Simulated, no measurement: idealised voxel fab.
process module | voxel transistor to metal
cross-section cut | 290 nm wide | cells 5 nm
A cross-section is a grid of square cells, given in bands from the top down. A band is one or more rows of cells.
Each band's line starts with the height of the band's top and of its bottom, in nm. Then come its materials from left to right, each with its width in nm. One material with "throughout" fills the band from edge to edge. "air" is empty space.
Height 0 is the level under which the wafer as received is all one material. The lowest band goes on downwards, as in "0 down".
A width such as "30 to 40" changes by the same amount from each row of cells to the next, from the band's top row to its bottom row.
"no change" after a step means that no cell of the cross-section changed.
closed voids: empty space of 8 cells or more with no open way to the top, each as width x height at its distance from the left edge, in nm
after a step's settings: what the simulator itself notes on the step
overlay nm, on a step with a mask: how far to the right of its planned place the mask lay; to the left if negative
plan
1 op RECEIVE | material Si
2 op CONFORMAL_DEP | material SiO2 | thk nm 5
3 op CONFORMAL_DEP | material SiN | thk nm 15
4 op PATTERN | tone cover | mask id ACTIVE | material resist | width nm 105 | pitch nm 125 | thk nm 15 | overlay nm 0
5 op DIRECTIONAL_ETCH | etch materials SiN | depth nm 15
6 op DIRECTIONAL_ETCH | etch materials SiO2 | depth nm 5
7 op DIRECTIONAL_ETCH | etch materials Si | depth nm 25
8 op STRIP | etch materials resist
9 op FILL_DEP | material SiO2 | thk nm 15
10 op CMP | height nm 20
11 op SELECTIVE_ETCH | etch materials SiO2 | depth nm 5
12 op STRIP | etch materials SiN
13 op SELECTIVE_ETCH | etch materials SiO2 | depth nm 5
14 op OXIDIZE | depth nm 5
15 op DIRECTIONAL_DEP | material polySi | thk nm 30
16 op DIRECTIONAL_DEP | material SiCN | thk nm 15
17 op PATTERN | tone cover | mask id GATE | material resist | width nm 35 | pitch nm 125 | thk nm 15 | overlay nm 0
18 op DIRECTIONAL_ETCH | etch materials SiCN | depth nm 25
19 op DIRECTIONAL_ETCH | etch materials polySi | depth nm 40
20 op STRIP | etch materials resist
21 op CONFORMAL_DEP | material SiN | thk nm 5
22 op DIRECTIONAL_ETCH | etch materials SiN | depth nm 5
23 op DIRECTIONAL_ETCH | etch materials SiO2 | depth nm 5
24 op EPI | material pSi | thk nm 5
25 op FILL_DEP | material SiO2 | thk nm 10
26 op CMP | height nm 30
27 op STRIP | etch materials polySi
28 op SELECTIVE_ETCH | etch materials SiO2 | depth nm 5
29 op CONFORMAL_DEP | material HfO2 | thk nm 5
30 op CONFORMAL_DEP | material TiN | thk nm 5
31 op FILL_DEP | material W | thk nm 5
32 op CMP | height nm 25
33 op DIRECTIONAL_DEP | material SiO2 | thk nm 15
34 op MASKED_ETCH | tone open | mask id CONTACT | width nm 15 | etch materials SiO2 | depth nm 40 | overlay nm 0
35 op CONFORMAL_DEP | material TiN | thk nm 5
36 op FILL_DEP | material Ru | thk nm 5
37 op CMP | height nm 40
38 op CONFORMAL_DEP | material SiCN | thk nm 5
39 op DIRECTIONAL_DEP | material SiO2 | thk nm 25
40 op PATTERN | tone open | mask id METAL_1 | material resist | width nm 15 | thk nm 20 | overlay nm 0
41 op DIRECTIONAL_ETCH | etch materials SiO2 | depth nm 25
42 op DIRECTIONAL_ETCH | etch materials SiCN | depth nm 5
43 op STRIP | etch materials resist
44 op CONFORMAL_DEP | material TiN | thk nm 5
45 op FILL_DEP | material Ru | thk nm 10
46 op CMP | height nm 70
47 op CONFORMAL_DEP | material SiCN | thk nm 5
as received, after step 1
  0 down: Si throughout
  closed voids: none
first wafer at the end, as planned
  75 to 70: SiCN throughout
  70 to 45: SiO2 35 | TiN 5 | Ru 5 | TiN 5 | SiO2 65 | TiN 5 | Ru 5 | TiN 5 | SiO2 30 | TiN 5 | Ru 5 | TiN 5 | SiO2 65 | TiN 5 | Ru 5 | TiN 5 | SiO2 35
  45 to 40: SiCN 35 | TiN 15 | SiCN 65 | TiN 15 | SiCN 30 | TiN 15 | SiCN 65 | TiN 15 | SiCN 35
  40 to 25: SiO2 35 | TiN 5 | Ru 5 | TiN 5 | SiO2 65 | TiN 5 | Ru 5 | TiN 5 | SiO2 30 | TiN 5 | Ru 5 | TiN 5 | SiO2 65 | TiN 5 | Ru 5 | TiN 5 | SiO2 35
  25 to 10: SiO2 35 | TiN 5 | Ru 5 | TiN 5 | SiO2 10 | SiN 5 | HfO2 5 | TiN 5 | W 15 | TiN 5 | HfO2 5 | SiN 5 | SiO2 10 | TiN 5 | Ru 5 | TiN 5 | SiO2 30 | TiN 5 | Ru 5 | TiN 5 | SiO2 10 | SiN 5 | HfO2 5 | TiN 5 | W 15 | TiN 5 | HfO2 5 | SiN 5 | SiO2 10 | TiN 5 | Ru 5 | TiN 5 | SiO2 35
  10 to 5: SiO2 25 | SiN 5 | SiO2 5 | TiN 5 | Ru 5 | TiN 5 | SiO2 10 | SiN 5 | HfO2 5 | TiN 5 | W 15 | TiN 5 | HfO2 5 | SiN 5 | SiO2 10 | TiN 5 | Ru 5 | TiN 5 | SiO2 5 | SiN 5 | SiO2 10 | SiN 5 | SiO2 5 | TiN 5 | Ru 5 | TiN 5 | SiO2 10 | SiN 5 | HfO2 5 | TiN 5 | W 15 | TiN 5 | HfO2 5 | SiN 5 | SiO2 10 | TiN 5 | Ru 5 | TiN 5 | SiO2 5 | SiN 5 | SiO2 25
  5 to 0: SiO2 25 | SiN 5 | SiO2 5 | TiN 15 | SiO2 10 | SiN 5 | HfO2 5 | TiN 25 | HfO2 5 | SiN 5 | SiO2 10 | TiN 15 | SiO2 5 | SiN 5 | SiO2 10 | SiN 5 | SiO2 5 | TiN 15 | SiO2 10 | SiN 5 | HfO2 5 | TiN 25 | HfO2 5 | SiN 5 | SiO2 10 | TiN 15 | SiO2 5 | SiN 5 | SiO2 25
  0 to -5: SiO2 30 | pSi 30 | HfO2 45 | pSi 30 | SiO2 20 | pSi 30 | HfO2 45 | pSi 30 | SiO2 30
  -5 to -25: SiO2 30 | Si 105 | SiO2 20 | Si 105 | SiO2 30
  -25 down: Si throughout
  closed voids: none
second wafer at the end: like start, like plan, one mistake
  75 to 70: SiCN throughout
  70 to 50: SiO2 35 | TiN 5 | Ru 5 | TiN 5 | SiO2 65 | TiN 5 | Ru 5 | TiN 5 | SiO2 30 | TiN 5 | Ru 5 | TiN 5 | SiO2 65 | TiN 5 | Ru 5 | TiN 5 | SiO2 35
  50 to 45: SiO2 35 | TiN 15 | SiO2 65 | TiN 15 | SiO2 30 | TiN 15 | SiO2 65 | TiN 15 | SiO2 35
  45 to 40: HfO2 throughout
  40 to 25: SiO2 35 | TiN 5 | Ru 5 | TiN 5 | SiO2 65 | TiN 5 | Ru 5 | TiN 5 | SiO2 30 | TiN 5 | Ru 5 | TiN 5 | SiO2 65 | TiN 5 | Ru 5 | TiN 5 | SiO2 35
  25 to 10: SiO2 35 | TiN 5 | Ru 5 | TiN 5 | SiO2 10 | SiN 5 | HfO2 5 | TiN 5 | W 15 | TiN 5 | HfO2 5 | SiN 5 | SiO2 10 | TiN 5 | Ru 5 | TiN 5 | SiO2 30 | TiN 5 | Ru 5 | TiN 5 | SiO2 10 | SiN 5 | HfO2 5 | TiN 5 | W 15 | TiN 5 | HfO2 5 | SiN 5 | SiO2 10 | TiN 5 | Ru 5 | TiN 5 | SiO2 35
  10 to 5: SiO2 25 | SiN 5 | SiO2 5 | TiN 5 | Ru 5 | TiN 5 | SiO2 10 | SiN 5 | HfO2 5 | TiN 5 | W 15 | TiN 5 | HfO2 5 | SiN 5 | SiO2 10 | TiN 5 | Ru 5 | TiN 5 | SiO2 5 | SiN 5 | SiO2 10 | SiN 5 | SiO2 5 | TiN 5 | Ru 5 | TiN 5 | SiO2 10 | SiN 5 | HfO2 5 | TiN 5 | W 15 | TiN 5 | HfO2 5 | SiN 5 | SiO2 10 | TiN 5 | Ru 5 | TiN 5 | SiO2 5 | SiN 5 | SiO2 25
  5 to 0: SiO2 25 | SiN 5 | SiO2 5 | TiN 15 | SiO2 10 | SiN 5 | HfO2 5 | TiN 25 | HfO2 5 | SiN 5 | SiO2 10 | TiN 15 | SiO2 5 | SiN 5 | SiO2 10 | SiN 5 | SiO2 5 | TiN 15 | SiO2 10 | SiN 5 | HfO2 5 | TiN 25 | HfO2 5 | SiN 5 | SiO2 10 | TiN 15 | SiO2 5 | SiN 5 | SiO2 25
  0 to -5: SiO2 30 | pSi 30 | HfO2 45 | pSi 30 | SiO2 20 | pSi 30 | HfO2 45 | pSi 30 | SiO2 30
  -5 to -25: SiO2 30 | Si 105 | SiO2 20 | Si 105 | SiO2 30
  -25 down: Si throughout
  closed voids: none
what went wrong: step 38 ran as: op CONFORMAL_DEP | material HfO2 | thk nm 5
at the end the second wafer has, in cells: 58 more of HfO2 | 4 fewer of Ru | 46 fewer of SiCN | 8 fewer of TiN
